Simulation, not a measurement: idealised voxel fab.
process module | voxel transistor to metal
cross-section cut | 195 nm wide | cells 5 nm
A cross-section is a grid of square cells, given in bands from the top down. A band is one or more rows of cells.
Each band's line starts with the height of the band's top and of its bottom, in nm. Then come its materials from left to right, each with its width in nm. One material with "throughout" fills the band from edge to edge. "air" is empty space.
Height 0 is the level under which the wafer as received is all one material. The lowest band goes on downwards, as in "0 down".
A width such as "30 to 40" changes by the same amount from each row of cells to the next, from the band's top row to its bottom row.
"no change" after a step means that no cell of the cross-section changed.
closed voids: empty space of 8 cells or more with no open way to the top, each as width x height at its distance from the left edge, in nm
after a step's settings: what the simulator itself notes on the step
overlay nm, on a step with a mask: how far to the right of its planned place the mask lay; to the left if negative
plan
1 op RECEIVE | material Si
2 op OXIDIZE | depth nm 5
3 op CONFORMAL_DEP | material SiN | thk nm 10
4 op DIRECTIONAL_DEP | material aC | thk nm 15
5 op PATTERN | tone cover | mask id ACTIVE | material resist | width nm 130 | thk nm 30 | overlay nm 0
6 op DIRECTIONAL_ETCH | etch materials aC | depth nm 15
7 op STRIP | etch materials resist
8 op DIRECTIONAL_ETCH | etch materials SiN | depth nm 10
9 op DIRECTIONAL_ETCH | etch materials SiO2 | depth nm 5
10 op DIRECTIONAL_ETCH | etch materials Si | depth nm 30
11 op STRIP | etch materials aC
12 op FILL_DEP | material SiO2 | thk nm 5
13 op CMP | height nm 10
14 op SELECTIVE_ETCH | etch materials SiO2 | depth nm 10
15 op STRIP | etch materials SiN
16 op SELECTIVE_ETCH | etch materials SiO2 | depth nm 5
17 op OXIDIZE | depth nm 5
18 op DIRECTIONAL_DEP | material polySi | thk nm 30
19 op DIRECTIONAL_DEP | material SiCN | thk nm 10
20 op DIRECTIONAL_DEP | material aC | thk nm 15
21 op PATTERN | tone cover | mask id GATE | material resist | width nm 30 | thk nm 30 | overlay nm 0
22 op DIRECTIONAL_ETCH | etch materials aC | depth nm 15
23 op STRIP | etch materials resist
24 op DIRECTIONAL_ETCH | etch materials SiCN | depth nm 20
25 op DIRECTIONAL_ETCH | etch materials polySi | depth nm 40
26 op STRIP | etch materials aC
27 op CONFORMAL_DEP | material SiN | thk nm 10
28 op DIRECTIONAL_ETCH | etch materials SiN | depth nm 10
29 op DIRECTIONAL_ETCH | etch materials SiO2 | depth nm 5
30 op DIRECTIONAL_ETCH | etch materials Si | depth nm 10
31 op EPI | material pSi | thk nm 10
32 op FILL_DEP | material SiO2 | thk nm 10
33 op CMP | height nm 25
34 op STRIP | etch materials polySi
35 op SELECTIVE_ETCH | etch materials SiO2 | depth nm 5
36 op CONFORMAL_DEP | material HfO2 | thk nm 5
37 op CONFORMAL_DEP | material TiN | thk nm 5
38 op FILL_DEP | material W | thk nm 10
39 op CMP | height nm 20
40 op DIRECTIONAL_DEP | material SiO2 | thk nm 10
41 op PATTERN | tone open | mask id CONTACT | material resist | width nm 20 | pitch nm 90 | thk nm 20 | overlay nm 0
42 op DIRECTIONAL_ETCH | etch materials SiO2 | depth nm 40
43 op STRIP | etch materials resist
44 op CONFORMAL_DEP | material TiN | thk nm 5
45 op FILL_DEP | material W | thk nm 10
46 op CMP | height nm 30
47 op DIRECTIONAL_DEP | material TiN | thk nm 5
48 op DIRECTIONAL_DEP | material Ru | thk nm 25
49 op MASKED_ETCH | tone cover | mask id METAL_1 | width nm 20 | pitch nm 90 | etch materials Ru | depth nm 25 | overlay nm 0
50 op MASKED_ETCH | tone cover | mask id METAL_1 | width nm 20 | pitch nm 90 | etch materials TiN | depth nm 5 | overlay nm 0
51 op CONFORMAL_DEP | material SiN | thk nm 5
52 op FILL_DEP | material SiO2 | thk nm 5
53 op CMP | height nm 60
54 op CONFORMAL_DEP | material SiCN | thk nm 5
as received, after step 1
  0 down: Si throughout
  closed voids: none
a wafer at the end: this start, this plan, one mistake
  65 to 60: polySi throughout
  60 to 35: SiO2 35 | SiN 5 | Ru 20 | SiN 5 | SiO2 60 | SiN 5 | Ru 20 | SiN 5 | SiO2 40
  35 to 30: SiN 40 | TiN 20 | SiN 70 | TiN 20 | SiN 45
  30 to 20: SiO2 40 | TiN 5 | W 10 | TiN 5 | SiO2 70 | TiN 5 | W 10 | TiN 5 | SiO2 45
  20 to 0: SiO2 40 | TiN 5 | W 10 | TiN 5 | SiO2 10 | SiN 10 | HfO2 5 | TiN 5 | W 10 | TiN 5 | HfO2 5 | SiN 10 | SiO2 10 | TiN 5 | W 10 | TiN 5 | SiO2 45
  0 to -5: SiO2 40 | TiN 5 | W 10 | TiN 5 | pSi 10 | SiN 10 | HfO2 5 | TiN 20 | HfO2 5 | SiN 10 | pSi 10 | TiN 5 | W 10 | TiN 5 | SiO2 45
  -5 to -10: SiO2 40 | TiN 20 | pSi 10 | SiO2 5 | HfO2 40 | SiO2 5 | pSi 10 | TiN 20 | SiO2 45
  -10 to -20: SiO2 30 | pSi 40 | Si 50 | pSi 40 | SiO2 35
  -20 to -35: SiO2 30 | Si 130 | SiO2 35
  -35 down: Si throughout
  closed voids: none
what went wrong: step 54 ran as: op CONFORMAL_DEP | material polySi | thk nm 5
